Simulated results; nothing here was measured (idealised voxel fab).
The name of this process module is voxel ribs on slabs.
Section cut is 140 nm wide and gridded with 5 nm square cells.
Heads up, the way a cross-section reads in here is a grid of square cells, handed over as bands from the top down, with every band being one or more rows of cells. This entry defines a band. It first specifies the height of the band's top and the height of its bottom in nm, and then specifies the band's materials from left to right, stating each material with its width in nm. The word "throughout" identifies a single material that fills the band from edge to edge, while the word "blank" identifies empty space. Heights are measured from 0, the level below which the as-received wafer is all one material; the lowest band has no bottom and continues downward, written as in "0..down". Width: "30..40" (first number = top row, second number = bottom row, same change from row to row of cells). "no alterations made" means the step left every cell of the cross-section as it was. Basically, "Closed void list" tells you about the enclosed voids: empty spaces with no open way to the top, 8 cells or bigger, each written width x height at distance, where distance is from the left edge, all in nm. The remark found on a step's line after its settings is issued by the simulator itself and pertains to that step. Each step line may optionally specify "overlay nm", which for a step with a mask gives the rightward distance between the mask's planned place and where it lay, a negative value indicating the leftward direction.

## plan
1 RECEIVE,material Si
2 DIRECTIONAL_DEP,material SiO2,thk nm 20
3 DIRECTIONAL_DEP,material SiN,thk nm 15
4 DIRECTIONAL_DEP,material aC,thk nm 15
5 PATTERN,tone cover,mask id RIB,material resist,width nm 25,thk nm 35,overlay nm 0
6 DIRECTIONAL_ETCH,etch materials aC,depth nm 15
7 STRIP,etch materials resist
8 DIRECTIONAL_ETCH,etch materials SiN,depth nm 10
9 STRIP,etch materials aC
10 DIRECTIONAL_DEP,material aC,thk nm 10
11 PATTERN,tone cover,mask id SLAB,material resist,width nm 75,thk nm 30,overlay nm 0
12 DIRECTIONAL_ETCH,etch materials aC,depth nm 10
13 STRIP,etch materials resist
14 DIRECTIONAL_ETCH,etch materials SiN,depth nm 5
15 STRIP,etch materials aC
16 FILL_DEP,material SiO2,thk nm 20
17 CMP,height nm 50
18 DIRECTIONAL_DEP,material W,thk nm 10
19 MASKED_ETCH,tone cover,mask id HEATER,width nm 35,etch materials W,depth nm 10,overlay nm 0
20 CONFORMAL_DEP,material SiO2,thk nm 10

## Cross-section, incoming material, after step 1
	0..down | Si throughout
	Closed void list: none

## End-of-module XS, first of two wafers, run as planned
	70..60 | blank (40); SiO2 (55); blank (45)
	60..50 | SiO2 (50); W (35); SiO2 (55)
	50..35 | SiO2 throughout
	35..25 | SiO2 (55); SiN (25); SiO2 (60)
	25..20 | SiO2 (30); SiN (75); SiO2 (35)
	20..0 | SiO2 throughout
	0..down | Si throughout
	Closed void list: none

## second wafer at the end: like start, like plan, one mistake
	70..60 | blank (40); SiO2 (55); blank (45)
	60..50 | SiO2 (50); W (35); SiO2 (55)
	50..35 | SiO2 throughout
	35..30 | SiO2 (30); SiN (25); SiO2 (25); SiN (25); SiO2 (35)
	30..25 | SiN (55); SiO2 (25); SiN (60)
	25..20 | SiN throughout
	20..0 | SiO2 throughout
	0..down | Si throughout
	Closed void list: none
What broke from the plan during processing? step 5 was processed under conditions differing from the plan, specifically as PATTERN,tone open,mask id RIB,material resist,width nm 25,thk nm 35,overlay nm 0
FYI, end of process, the second wafer has more or fewer cells of some materials than the first: SiN: 36 more | SiO2: 36 fewer
